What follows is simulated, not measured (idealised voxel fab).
You're looking at the process module voxel released beams.
Cross-sectional view cut (width: 180 nm; square cell size: 5 nm).
A cross-section is a grid of square cells, given in bands from the top down. A band is one or more rows of cells.
Band: top and bottom heights (nm) first, top before bottom; then materials from left to right, widths in nm. "throughout" marks a sole material filling the band edge to edge. "blank" denotes empty space.
Note: height 0 marks the level under which the wafer is uniformly one material as received. Lowest band unbounded below, written "z 0 and below".
Think of "30->40" as a width that walks from the first number to the second as you go down the band, top row to bottom row, taking equal-sized steps from row to row.
You'll sometimes find "nothing got changed" written for a step, and that's the way of saying that nowhere in the cross-section did a cell change during that step.
Voids not open to the top, 8 cells minimum: see "Sealed void listing". Written width x height at distance; distance is from the left edge; nm.
Past the settings on a step's line: simulator remark, on that step.
If you see "overlay nm" on a step's line and that step has a mask, it's telling you how far right of where it was planned the mask ended up; a negative number means it went left instead.
List of planned process steps
1. op RECEIVE | material Si
2. op CONFORMAL_DEP | material Al2O3 | thk nm 5
3. op DIRECTIONAL_DEP | material SiO2 | thk nm 15
4. op DIRECTIONAL_DEP | material aC | thk nm 15
5. op PATTERN | tone open | mask id ANCHOR | material resist | width nm 30 | thk nm 35 | overlay nm 0
6. op DIRECTIONAL_ETCH | etch materials aC | depth nm 15
7. op STRIP | etch materials resist
8. op DIRECTIONAL_ETCH | etch materials SiO2 | depth nm 15
9. op STRIP | etch materials aC
10. op CONFORMAL_DEP | material polySi | thk nm 10
11. op MASKED_ETCH | tone cover | mask id BEAM | width nm 80 | etch materials polySi | depth nm 10 | overlay nm 0
12. op STRIP | etch materials SiO2
As-received wafer cross-section (after step 1)
    z 0 and below = Si throughout
    Sealed void listing: none
Here's the cross-section of the first of our two wafers at the end of the module - it ran as planned
    z 30 to 20 = blank 45, polySi 15, blank 10, polySi 55, blank 55
    z 20 to 15 = blank 50, polySi 10, blank 10, polySi 10, blank 100
    z 15 to 5 = blank 50, polySi 30, blank 100
    z 5 to 0 = Al2O3 throughout
    z 0 and below = Si throughout
    Sealed void listing: none
Wafer two (of two), end-of-module cross-section: start = wafer one, plan = wafer one, one run mistake
    z 30 to 20 = blank 45, polySi 80, blank 55
    z 20 to 15 = Al2O3 throughout
    z 15 to 0 = SiO2 throughout
    z 0 and below = Si throughout
    Sealed void listing: none
What was the processing mistake? so 2 and 3 got swapped relative to the plan, each ran where the other was supposed to
Heads up, by the end the second wafer has more or fewer cells of some materials compared to the first: SiO2 +108 | polySi -12
